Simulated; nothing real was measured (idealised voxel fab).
The following is a process module called voxel trench capacitor.
FYI the section here is cut, 285 nm wide, cells are 5 nm squares.
Reading order for cross-sections: top band down to bottom band. Underlying form: a grid of square cells. Band size: one or more rows of cells.
Each band's line starts with the height of the band's top and of its bottom, in nm. Then come its materials from left to right, each with its width in nm. One material with "throughout" fills the band from edge to edge. "blank" is empty space.
Height 0 is the level under which the wafer as received is all one material. The lowest band goes on downwards, as in "0 down".
A two-number width, for instance "30->40", indicates that the width is equal to the first number in the top row of the band and to the second number in the bottom row, and that it changes by a constant amount per row of cells.
You'll sometimes find "no alteration" written for a step, and that's the way of saying that nowhere in the cross-section did a cell change during that step.
Look at "Closed void table" for the closed voids: empty spaces with no open path to the top, sized 8 cells or up. Each is width x height at distance, distance from the left edge, all nm.
The remark found on a step's line after its settings is issued by the simulator itself and pertains to that step.
Among the settings permitted on a step's line is "overlay nm"; applied to a step with a mask, it specifies the extent to which the mask lay to the right of its planned position, whereas a negative figure signifies a position to the left.

**Steps in the process plan**
step 1: RECEIVE (material Si)
step 2: CONFORMAL_DEP (material SiN; thk nm 10)
step 3: PATTERN (tone open; mask id TRENCH; material resist; width nm 25; pitch nm 55; thk nm 20; overlay nm 0)
step 4: DIRECTIONAL_ETCH (etch materials SiN; depth nm 10)
step 5: DIRECTIONAL_ETCH (etch materials Si; depth nm 40)
step 6: STRIP (etch materials resist)
step 7: CONFORMAL_DEP (material HfO2; thk nm 5)
step 8: CONFORMAL_DEP (material TiN; thk nm 5)
step 9: FILL_DEP (material W; thk nm 10)
step 10: CMP (height nm 10)

**First of two wafers: run as planned**

**Wafer cross-section on receipt, i.e. after step 1**
	0 down  Si throughout
	Closed void table: none

**State of the wafer after step 2, shown in cross-section**
	10 to 0  SiN throughout
	Nothing below the height 0 has changed.

**State of the wafer after step 3, shown in cross-section**
	30 to 10  resist 100 nm / blank 25 nm / resist 30 nm / blank 25 nm / resist 105 nm
	Nothing below the height 10 has changed.

**State of the wafer after step 4, shown in cross-section**
	30 to 10  resist 100 nm / blank 25 nm / resist 30 nm / blank 25 nm / resist 105 nm
	10 to 0  SiN 100 nm / blank 25 nm / SiN 30 nm / blank 25 nm / SiN 105 nm
	Nothing below the height 0 has changed.

**State of the wafer after step 5, shown in cross-section**
	30 to 10  resist 100 nm / blank 25 nm / resist 30 nm / blank 25 nm / resist 105 nm
	10 to 0  SiN 100 nm / blank 25 nm / SiN 30 nm / blank 25 nm / SiN 105 nm
	0 to -40  Si 100 nm / blank 25 nm / Si 30 nm / blank 25 nm / Si 105 nm
	Nothing below the height -40 has changed.

**State of the wafer after step 6, shown in cross-section**
	10 to 0  SiN 100 nm / blank 25 nm / SiN 30 nm / blank 25 nm / SiN 105 nm
	Nothing below the height 0 has changed.

**State of the wafer after step 7, shown in cross-section**
	15 to 10  HfO2 105 nm / blank 15 nm / HfO2 40 nm / blank 15 nm / HfO2 110 nm
	10 to 0  SiN 100 nm / HfO2 5 nm / blank 15 nm / HfO2 5 nm / SiN 30 nm / HfO2 5 nm / blank 15 nm / HfO2 5 nm / SiN 105 nm
	0 to -35  Si 100 nm / HfO2 5 nm / blank 15 nm / HfO2 5 nm / Si 30 nm / HfO2 5 nm / blank 15 nm / HfO2 5 nm / Si 105 nm
	-35 to -40  Si 100 nm / HfO2 25 nm / Si 30 nm / HfO2 25 nm / Si 105 nm
	Nothing below the height -40 has changed.

**State of the wafer after step 8, shown in cross-section**
	20 to 15  TiN 110 nm / blank 5 nm / TiN 50 nm / blank 5 nm / TiN 115 nm
	15 to 10  HfO2 105 nm / TiN 5 nm / blank 5 nm / TiN 5 nm / HfO2 40 nm / TiN 5 nm / blank 5 nm / TiN 5 nm / HfO2 110 nm
	10 to 0  SiN 100 nm / HfO2 5 nm / TiN 5 nm / blank 5 nm / TiN 5 nm / HfO2 5 nm / SiN 30 nm / HfO2 5 nm / TiN 5 nm / blank 5 nm / TiN 5 nm / HfO2 5 nm / SiN 105 nm
	0 to -30  Si 100 nm / HfO2 5 nm / TiN 5 nm / blank 5 nm / TiN 5 nm / HfO2 5 nm / Si 30 nm / HfO2 5 nm / TiN 5 nm / blank 5 nm / TiN 5 nm / HfO2 5 nm / Si 105 nm
	-30 to -35  Si 100 nm / HfO2 5 nm / TiN 15 nm / HfO2 5 nm / Si 30 nm / HfO2 5 nm / TiN 15 nm / HfO2 5 nm / Si 105 nm
	Nothing below the height -35 has changed.

**State of the wafer after step 9, shown in cross-section**
	30 to 20  W throughout
	20 to 15  TiN 110 nm / W 5 nm / TiN 50 nm / W 5 nm / TiN 115 nm
	15 to 10  HfO2 105 nm / TiN 5 nm / W 5 nm / TiN 5 nm / HfO2 40 nm / TiN 5 nm / W 5 nm / TiN 5 nm / HfO2 110 nm
	10 to 0  SiN 100 nm / HfO2 5 nm / TiN 5 nm / W 5 nm / TiN 5 nm / HfO2 5 nm / SiN 30 nm / HfO2 5 nm / TiN 5 nm / W 5 nm / TiN 5 nm / HfO2 5 nm / SiN 105 nm
	0 to -30  Si 100 nm / HfO2 5 nm / TiN 5 nm / W 5 nm / TiN 5 nm / HfO2 5 nm / Si 30 nm / HfO2 5 nm / TiN 5 nm / W 5 nm / TiN 5 nm / HfO2 5 nm / Si 105 nm
	Nothing below the height -30 has changed.

**State of the wafer after step 10, shown in cross-section**
	10 to 0  SiN 100 nm / HfO2 5 nm / TiN 5 nm / W 5 nm / TiN 5 nm / HfO2 5 nm / SiN 30 nm / HfO2 5 nm / TiN 5 nm / W 5 nm / TiN 5 nm / HfO2 5 nm / SiN 105 nm
	Nothing below the height 0 has changed.

**Notes, second wafer: start = first wafer's, plan = first wafer's, execution had one mistake; history identical to first through step 6**

Planned end of step 7: second wafer, cross-section: no alteration

**Planned end of step 8: second wafer, cross-section**
	15 to 10  TiN 105 nm / blank 15 nm / TiN 40 nm / blank 15 nm / TiN 110 nm
	10 to 0  SiN 100 nm / TiN 5 nm / blank 15 nm / TiN 5 nm / SiN 30 nm / TiN 5 nm / blank 15 nm / TiN 5 nm / SiN 105 nm
	0 to -35  Si 100 nm / TiN 5 nm / blank 15 nm / TiN 5 nm / Si 30 nm / TiN 5 nm / blank 15 nm / TiN 5 nm / Si 105 nm
	-35 to -40  Si 100 nm / TiN 25 nm / Si 30 nm / TiN 25 nm / Si 105 nm
	Nothing below the height -40 has changed.

**Planned end of step 9: second wafer, cross-section**
	25 to 15  W throughout
	15 to 10  TiN 105 nm / W 15 nm / TiN 40 nm / W 15 nm / TiN 110 nm
	10 to 0  SiN 100 nm / TiN 5 nm / W 15 nm / TiN 5 nm / SiN 30 nm / TiN 5 nm / W 15 nm / TiN 5 nm / SiN 105 nm
	0 to -35  Si 100 nm / TiN 5 nm / W 15 nm / TiN 5 nm / Si 30 nm / TiN 5 nm / W 15 nm / TiN 5 nm / Si 105 nm
	Nothing below the height -35 has changed.

**Planned end of step 10: second wafer, cross-section**
	10 to 0  SiN 100 nm / TiN 5 nm / W 15 nm / TiN 5 nm / SiN 30 nm / TiN 5 nm / W 15 nm / TiN 5 nm / SiN 105 nm
	Nothing below the height 0 has changed.
Finding, execution versus plan: heads up, step 7 of the plan was skipped and never actually ran
Final tally in cells, some materials are higher or lower on the second wafer than on the first: -46 HfO2; +8 TiN; +38 W
